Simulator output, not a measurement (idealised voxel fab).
The process module that follows is named voxel gate over fins.
Pictured: cross-section cut, 175 nm wide, on a grid of 5 nm square cells.
Heads up, the way a cross-section reads in here is a grid of square cells, handed over as bands from the top down, with every band being one or more rows of cells. Quick guide to a band line: top height, bottom height (nm) up front; then every material left to right with its width in nm. Only one material and it's marked "edge to edge"? Then it fills the band edge to edge. And "air" just means empty space. Ref level 0: as-received wafer is one material below here. Bottom band extends down with no lower bound ("0 and below"). The notation "30..40" denotes a width that varies across the rows of cells in the band, beginning at the first number in the top row, finishing at the second number in the bottom row, and changing by an identical amount from each row to the next. Where the words "everything unchanged" appear for a step, the cross-section shows no cell changed by that step; every cell remained as before. Heads up: "Enclosed void listing" only lists the empty pockets with no open path to the top that are 8 cells or more, and it writes them as width x height at distance, distance from the left edge, in nm. Text after the settings on a step's line: the simulator's own remark on that step. overlay nm: for a step with a mask, the amount by which the mask lay right of where it was planned; a negative amount means left of it.

-- Planned process steps
- 1: RECEIVE | material Si
- 2: CONFORMAL_DEP | material SiN | thk nm 5
- 3: DIRECTIONAL_DEP | material aC | thk nm 15
- 4: PATTERN | tone cover | mask id FINS | material resist | width nm 15 | pitch nm 35 | thk nm 35 | overlay nm 0
- 5: DIRECTIONAL_ETCH | etch materials aC | depth nm 15
- 6: STRIP | etch materials resist
- 7: DIRECTIONAL_ETCH | etch materials SiN | depth nm 5
- 8: DIRECTIONAL_ETCH | etch materials Si | depth nm 30
- 9: STRIP | etch materials aC
- 10: FILL_DEP | material SiO2 | thk nm 5
- 11: CMP | height nm 5
- 12: SELECTIVE_ETCH | etch materials SiO2 | depth nm 20
- 13: STRIP | etch materials SiN
- 14: CONFORMAL_DEP | material HfO2 | thk nm 5
- 15: CONFORMAL_DEP | material TiN | thk nm 5
- 16: FILL_DEP | material W | thk nm 10
- 17: CMP | height nm 15
- 18: CONFORMAL_DEP | material SiCN | thk nm 10

-- First of two wafers - as planned

-- Received-state cross-section, reflecting completion of step 1
> 0 and below | Si edge to edge
> Enclosed void listing: none

-- After step 2: wafer cross-section
> 5 down to 0 | SiN edge to edge
> Whatever lies below 0 is exactly as it was before.

-- After step 3: wafer cross-section
> 20 down to 5 | aC edge to edge
> Whatever lies below 5 is exactly as it was before.

-- After step 4: wafer cross-section
> 55 down to 20 | air: 60  resist: 15  air: 20  resist: 15  air: 65
> Whatever lies below 20 is exactly as it was before.

-- After step 5: wafer cross-section
> 40 down to 20 | air: 60  resist: 15  air: 20  resist: 15  air: 65
> 20 down to 5 | air: 60  aC: 15  air: 20  aC: 15  air: 65
> Whatever lies below 5 is exactly as it was before.

-- After step 6: wafer cross-section
> 20 down to 5 | air: 60  aC: 15  air: 20  aC: 15  air: 65
> Whatever lies below 5 is exactly as it was before.

-- After step 7: wafer cross-section
> 20 down to 5 | air: 60  aC: 15  air: 20  aC: 15  air: 65
> 5 down to 0 | air: 60  SiN: 15  air: 20  SiN: 15  air: 65
> Whatever lies below 0 is exactly as it was before.

-- After step 8: wafer cross-section
> 20 down to 5 | air: 60  aC: 15  air: 20  aC: 15  air: 65
> 5 down to 0 | air: 60  SiN: 15  air: 20  SiN: 15  air: 65
> 0 down to -30 | air: 60  Si: 15  air: 20  Si: 15  air: 65
> Whatever lies below -30 is exactly as it was before.

-- After step 9: wafer cross-section
> 5 down to 0 | air: 60  SiN: 15  air: 20  SiN: 15  air: 65
> Whatever lies below 0 is exactly as it was before.

-- After step 10: wafer cross-section
> 10 down to 5 | SiO2 edge to edge
> 5 down to 0 | SiO2: 60  SiN: 15  SiO2: 20  SiN: 15  SiO2: 65
> 0 down to -30 | SiO2: 60  Si: 15  SiO2: 20  Si: 15  SiO2: 65
> Whatever lies below -30 is exactly as it was before.

-- After step 11: wafer cross-section
> 5 down to 0 | SiO2: 60  SiN: 15  SiO2: 20  SiN: 15  SiO2: 65
> Whatever lies below 0 is exactly as it was before.

-- After step 12: wafer cross-section
> 5 down to 0 | air: 60  SiN: 15  air: 20  SiN: 15  air: 65
> 0 down to -15 | air: 60  Si: 15  air: 20  Si: 15  air: 65
> Whatever lies below -15 is exactly as it was before.

-- After step 13: wafer cross-section
> 0 down to -15 | air: 60  Si: 15  air: 20  Si: 15  air: 65
> Whatever lies below -15 is exactly as it was before.

-- After step 14: wafer cross-section
> 5 down to 0 | air: 55  HfO2: 25  air: 10  HfO2: 25  air: 60
> 0 down to -10 | air: 55  HfO2: 5  Si: 15  HfO2: 5  air: 10  HfO2: 5  Si: 15  HfO2: 5  air: 60
> -10 down to -15 | HfO2: 60  Si: 15  HfO2: 20  Si: 15  HfO2: 65
> Whatever lies below -15 is exactly as it was before.

-- After step 15: wafer cross-section
> 10 down to 5 | air: 50  TiN: 70  air: 55
> 5 down to 0 | air: 50  TiN: 5  HfO2: 25  TiN: 10  HfO2: 25  TiN: 5  air: 55
> 0 down to -5 | air: 50  TiN: 5  HfO2: 5  Si: 15  HfO2: 5  TiN: 10  HfO2: 5  Si: 15  HfO2: 5  TiN: 5  air: 55
> -5 down to -10 | TiN: 55  HfO2: 5  Si: 15  HfO2: 5  TiN: 10  HfO2: 5  Si: 15  HfO2: 5  TiN: 60
> Whatever lies below -10 is exactly as it was before.

-- After step 16: wafer cross-section
> 20 down to 10 | W edge to edge
> 10 down to 5 | W: 50  TiN: 70  W: 55
> 5 down to 0 | W: 50  TiN: 5  HfO2: 25  TiN: 10  HfO2: 25  TiN: 5  W: 55
> 0 down to -5 | W: 50  TiN: 5  HfO2: 5  Si: 15  HfO2: 5  TiN: 10  HfO2: 5  Si: 15  HfO2: 5  TiN: 5  W: 55
> Whatever lies below -5 is exactly as it was before.

-- After step 17: wafer cross-section
> 15 down to 10 | W edge to edge
> Whatever lies below 10 is exactly as it was before.

-- After step 18: wafer cross-section
> 25 down to 15 | SiCN edge to edge
> Whatever lies below 15 is exactly as it was before.

-- Notes, second wafer: start = first wafer's, plan = first wafer's, execution had one mistake; history identical to first through step 13

Second wafer shown in cross-section at the time step 14 was slated to end: everything unchanged

-- Second wafer shown in cross-section at the time step 15 was slated to end
> 5 down to 0 | air: 55  TiN: 25  air: 10  TiN: 25  air: 60
> 0 down to -10 | air: 55  TiN: 5  Si: 15  TiN: 5  air: 10  TiN: 5  Si: 15  TiN: 5  air: 60
> -10 down to -15 | TiN: 60  Si: 15  TiN: 20  Si: 15  TiN: 65
> Whatever lies below -15 is exactly as it was before.

-- Second wafer shown in cross-section at the time step 16 was slated to end
> 15 down to 5 | W edge to edge
> 5 down to 0 | W: 55  TiN: 25  W: 10  TiN: 25  W: 60
> 0 down to -10 | W: 55  TiN: 5  Si: 15  TiN: 5  W: 10  TiN: 5  Si: 15  TiN: 5  W: 60
> Whatever lies below -10 is exactly as it was before.

Second wafer shown in cross-section at the time step 17 was slated to end: everything unchanged

-- Second wafer shown in cross-section at the time step 18 was slated to end
> 25 down to 15 | SiCN edge to edge
> Whatever lies below 15 is exactly as it was before.
What was done differently from what was planned? step 14 in the plan did not get run; it was skipped
At the finish, the second wafer shows more or fewer cells for some materials than the first does: HfO2: 47 fewer | W: 47 more
